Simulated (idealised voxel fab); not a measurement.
process module | voxel self aligned vias
cross-section cut | 255 nm wide | cells 5 nm
A cross-section is a grid of square cells, given in bands from the top down. A band is one or more rows of cells.
Each band's line starts with the height of the band's top and of its bottom, in nm. Then come its materials from left to right, each with its width in nm. One material with "throughout" fills the band from edge to edge. "air" is empty space.
Height 0 is the level under which the wafer as received is all one material. The lowest band goes on downwards, as in "0 down".
A width such as "30 to 40" changes by the same amount from each row of cells to the next, from the band's top row to its bottom row.
"no change" after a step means that no cell of the cross-section changed.
closed voids: empty space of 8 cells or more with no open way to the top, each as width x height at its distance from the left edge, in nm
after a step's settings: what the simulator itself notes on the step
overlay nm, on a step with a mask: how far to the right of its planned place the mask lay; to the left if negative
plan
1 op RECEIVE | material Si
2 op CONFORMAL_DEP | material SiO2 | thk nm 10
3 op CONFORMAL_DEP | material SiCN | thk nm 5
4 op DIRECTIONAL_DEP | material lowk | thk nm 25
5 op DIRECTIONAL_DEP | material aC | thk nm 10
6 op PATTERN | tone open | mask id LINES | material resist | width nm 25 | pitch nm 65 | thk nm 25 | overlay nm 0
7 op DIRECTIONAL_ETCH | etch materials aC | depth nm 10
8 op STRIP | etch materials resist
9 op DIRECTIONAL_ETCH | etch materials lowk | depth nm 25
10 op STRIP | etch materials aC
11 op CONFORMAL_DEP | material TiN | thk nm 5
12 op FILL_DEP | material W | thk nm 10
13 op CMP | height nm 40
14 op SELECTIVE_ETCH | etch materials W Ru TiN | depth nm 5
15 op FILL_DEP | material SiN | thk nm 5
16 op CMP | height nm 40
17 op DIRECTIONAL_DEP | material lowk | thk nm 15
18 op MASKED_ETCH | tone open | mask id VIAS | width nm 45 | pitch nm 130 | etch materials lowk | depth nm 15 | overlay nm 0
19 op MASKED_ETCH | tone open | mask id VIAS | width nm 45 | pitch nm 130 | etch materials SiN | depth nm 5 | overlay nm 0
20 op CONFORMAL_DEP | material TiN | thk nm 5
21 op FILL_DEP | material Ru | thk nm 5
22 op CMP | height nm 55
23 op CONFORMAL_DEP | material SiN | thk nm 5
as received, after step 1
  0 down: Si throughout
  closed voids: none
a wafer at the end: this start, this plan, one mistake
  60 to 55: SiN throughout
  55 to 45: lowk 40 | TiN 5 | Ru 35 | TiN 5 | lowk 85 | TiN 5 | Ru 35 | TiN 5 | lowk 40
  45 to 40: lowk 40 | TiN 45 | lowk 85 | TiN 45 | lowk 40
  40 to 35: SiN 40 | TiN 10 | lowk 25 | TiN 10 | SiN 30 | lowk 25 | SiN 30 | TiN 10 | lowk 25 | TiN 10 | SiN 40
  35 to 20: W 45 | TiN 5 | lowk 25 | TiN 5 | W 30 | TiN 5 | lowk 25 | TiN 5 | W 30 | TiN 5 | lowk 25 | TiN 5 | W 45
  20 to 15: TiN 50 | lowk 25 | TiN 40 | lowk 25 | TiN 40 | lowk 25 | TiN 50
  15 to 10: SiCN throughout
  10 to 0: SiO2 throughout
  0 down: Si throughout
  closed voids: none
what went wrong: step 6 ran as: op PATTERN | tone cover | mask id LINES | material resist | width nm 25 | pitch nm 65 | thk nm 25 | overlay nm 0
